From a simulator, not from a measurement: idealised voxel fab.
This section sets out a process module, namely voxel double patterning.
Pictured: cross-section cut, 215 nm wide, on a grid of 5 nm square cells.
Cross-section = grid of square cells, listed top down in bands; band = one or more rows.
The entry gives the band's vertical extent as a top height and a bottom height in nm, then its horizontal make-up as materials from left to right, each with a width in nm. "blank" stands for empty space; a single material marked "edge to edge" fills the band edge to edge.
It should be noted that heights are counted from 0, beneath which the wafer as supplied is of one material throughout, and that the lowest band possesses no lower boundary but continues downward, as written in "0 -> down".
Graded width ("30..40"): value in top row of band = first number; value in bottom row = second number; row-to-row change constant.
Take "no change" at face value: in the step it is given for, the cross-section changed in none of its cells.
"Voids, sealed" lists enclosed empty spaces (at least 8 cells, no open path upward to the top), each as width x height at distance from the left edge, in nm.
Text after the settings on a step's line: the simulator's own remark on that step.
overlay nm: mask offset rightward from planned place, masked step; negative means leftward offset.

THE PLANNED PROCESS STEPS ARE ENUMERATED HEREUNDER
1,RECEIVE: material Si
2,CONFORMAL_DEP: material SiO2, thk nm 10
3,DIRECTIONAL_DEP: material polySi, thk nm 10
4,DIRECTIONAL_DEP: material SiN, thk nm 5
5,DIRECTIONAL_DEP: material aC, thk nm 15
6,PATTERN: tone open, mask id FIRST, material resist, width nm 15, pitch nm 50, thk nm 30, overlay nm 0
7,DIRECTIONAL_ETCH: etch materials aC, depth nm 15
8,STRIP: etch materials resist
9,DIRECTIONAL_ETCH: etch materials SiN, depth nm 5
10,STRIP: etch materials aC
11,MASKED_ETCH: tone open, mask id SECOND, width nm 15, etch materials SiN, depth nm 5, overlay nm 0
12,DIRECTIONAL_ETCH: etch materials polySi, depth nm 10
13,STRIP: etch materials SiN

SHOWN IN CROSS-SECTION IS THE WAFER AS RECEIVED, THAT IS, AS IT STANDS AFTER STEP 1
0 -> down  Si edge to edge
Voids, sealed: none

CROSS-SECTION, FIRST OF TWO WAFERS, END OF MODULE, RUN AS PLANNED
20 -> 10  polySi=75  blank=15  polySi=10  blank=15  polySi=10  blank=15  polySi=75
10 -> 0  SiO2 edge to edge
0 -> down  Si edge to edge
Voids, sealed: none

END-OF-MODULE CROSS-SECTION OF THE SECOND WAFER: IDENTICAL STARTING POINT AND PROCESS PLAN TO THE FIRST, WITH ONE PROCESSING MISTAKE
20 -> 10  polySi=75  blank=30  polySi=20  blank=15  polySi=75
10 -> 0  SiO2 edge to edge
0 -> down  Si edge to edge
Voids, sealed: none
Where did the run depart from the plan? planned and actual differ for step 11; actual: MASKED_ETCH: tone open, mask id SECOND, width nm 15, etch materials SiN, depth nm 5, overlay nm -10
Cell counts per material: same on both final wafers. Positions: different.
